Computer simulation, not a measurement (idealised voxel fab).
process module | voxel ribs on slabs
cross-section cut | 270 nm wide | cells 5 nm
A cross-section is a grid of square cells, given in bands from the top down. A band is one or more rows of cells.
Each band's line starts with the height of the band's top and of its bottom, in nm. Then come its materials from left to right, each with its width in nm. One material with "throughout" fills the band from edge to edge. "air" is empty space.
Height 0 is the level under which the wafer as received is all one material. The lowest band goes on downwards, as in "0 down".
A width such as "30 to 40" changes by the same amount from each row of cells to the next, from the band's top row to its bottom row.
"no change" after a step means that no cell of the cross-section changed.
closed voids: empty space of 8 cells or more with no open way to the top, each as width x height at its distance from the left edge, in nm
after a step's settings: what the simulator itself notes on the step
overlay nm, on a step with a mask: how far to the right of its planned place the mask lay; to the left if negative
plan
1 op RECEIVE | material Si
2 op DIRECTIONAL_DEP | material SiO2 | thk nm 25
3 op DIRECTIONAL_DEP | material SiN | thk nm 20
4 op PATTERN | tone cover | mask id RIB | material resist | width nm 15 | thk nm 20 | overlay nm 0
5 op DIRECTIONAL_ETCH | etch materials SiN | depth nm 5
6 op STRIP | etch materials resist
7 op PATTERN | tone cover | mask id SLAB | material resist | width nm 75 | thk nm 20 | overlay nm 0
8 op DIRECTIONAL_ETCH | etch materials SiN | depth nm 15
9 op STRIP | etch materials resist
10 op FILL_DEP | material SiO2 | thk nm 25
11 op CMP | height nm 60
12 op DIRECTIONAL_DEP | material W | thk nm 5
13 op MASKED_ETCH | tone cover | mask id HEATER | width nm 25 | etch materials W | depth nm 5 | overlay nm 0
14 op CONFORMAL_DEP | material SiO2 | thk nm 5
as received, after step 1
  0 down: Si throughout
  closed voids: none
a wafer at the end: this start, this plan, one mistake
  70 to 65: air 115 | SiO2 35 | air 120
  65 to 60: SiO2 120 | W 25 | SiO2 125
  60 to 40: SiO2 throughout
  40 to 30: SiN 95 | SiO2 75 | SiN 100
  30 to 25: SiN 95 | SiO2 30 | SiN 15 | SiO2 30 | SiN 100
  25 to 0: SiO2 throughout
  0 down: Si throughout
  closed voids: none
what went wrong: step 7 ran as: op PATTERN | tone open | mask id SLAB | material resist | width nm 75 | thk nm 20 | overlay nm 0
